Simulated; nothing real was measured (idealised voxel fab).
This section sets out a process module, namely voxel ribs on slabs.
We display cut, a cross-section 180 nm in width whose square cells are each 5 nm.
Each cross-section below is a grid of square cells, stated as bands in top-down order, with one or more rows of cells making up each band. Quick guide to a band line: top height, bottom height (nm) up front; then every material left to right with its width in nm. Only one material and it's marked "throughout"? Then it fills the band edge to edge. And "blank" just means empty space. Heights from 0 (as-received wafer is one material below). Bottom band endless downward, as "0 nm and below". Read "30->40" as a graded width: first number on top, second number at the bottom, same change between each pair of neighbouring rows. Step marked "nothing altered"? Then no cell in the cross-section changed in it. "Closed internal cavities" contains a list of empty spaces, each no smaller than 8 cells and without an open way to the top, written in the form width x height at distance with the distance from the left edge and all three in nm. That trailing text on a step's line, after the settings, is the simulator's own remark on the step. overlay nm: step with mask; distance mask lay right of planned place; negative value = left of planned place.
Planned process steps:
1 RECEIVE [material Si]
2 DIRECTIONAL_DEP [material SiO2] [thk nm 20]
3 DIRECTIONAL_DEP [material SiN] [thk nm 15]
4 DIRECTIONAL_DEP [material aC] [thk nm 15]
5 PATTERN [tone cover] [mask id RIB] [material resist] [width nm 20] [thk nm 35] [overlay nm 0]
6 DIRECTIONAL_ETCH [etch materials aC] [depth nm 15]
7 STRIP [etch materials resist]
8 DIRECTIONAL_ETCH [etch materials SiN] [depth nm 5]
9 STRIP [etch materials aC]
10 DIRECTIONAL_DEP [material aC] [thk nm 10]
11 PATTERN [tone cover] [mask id SLAB] [material resist] [width nm 60] [thk nm 30] [overlay nm 0]
12 DIRECTIONAL_ETCH [etch materials aC] [depth nm 10]
13 STRIP [etch materials resist]
14 DIRECTIONAL_ETCH [etch materials SiN] [depth nm 10]
15 STRIP [etch materials aC]
16 FILL_DEP [material SiO2] [thk nm 20]
17 CMP [height nm 50]
18 DIRECTIONAL_DEP [material TiN] [thk nm 10]
19 DIRECTIONAL_DEP [material aC] [thk nm 15]
20 PATTERN [tone cover] [mask id HEATER] [material resist] [width nm 30] [thk nm 35] [overlay nm 0]
21 DIRECTIONAL_ETCH [etch materials aC] [depth nm 15]
22 STRIP [etch materials resist]
23 DIRECTIONAL_ETCH [etch materials TiN] [depth nm 10]
24 STRIP [etch materials aC]
25 CONFORMAL_DEP [material SiO2] [thk nm 10]
Cross-section of the wafer upon arrival, representing the state reached after step 1:
* 0 nm and below  Si throughout
* Closed internal cavities: none
Cross-section, end of module. Start: as above. Plan: as above. Execution: one mistake:
* 70 nm to 60 nm  blank 65 nm / SiO2 50 nm / blank 65 nm
* 60 nm to 50 nm  SiO2 75 nm / TiN 30 nm / SiO2 75 nm
* 50 nm to 45 nm  SiO2 80 nm / SiN 20 nm / SiO2 80 nm
* 45 nm to 35 nm  SiO2 60 nm / SiN 60 nm / SiO2 60 nm
* 35 nm to 20 nm  SiN throughout
* 20 nm to 0 nm  SiO2 throughout
* 0 nm and below  Si throughout
* Closed internal cavities: none
Deviation noted in wafer processing: execution of plan step 3 occurred twice
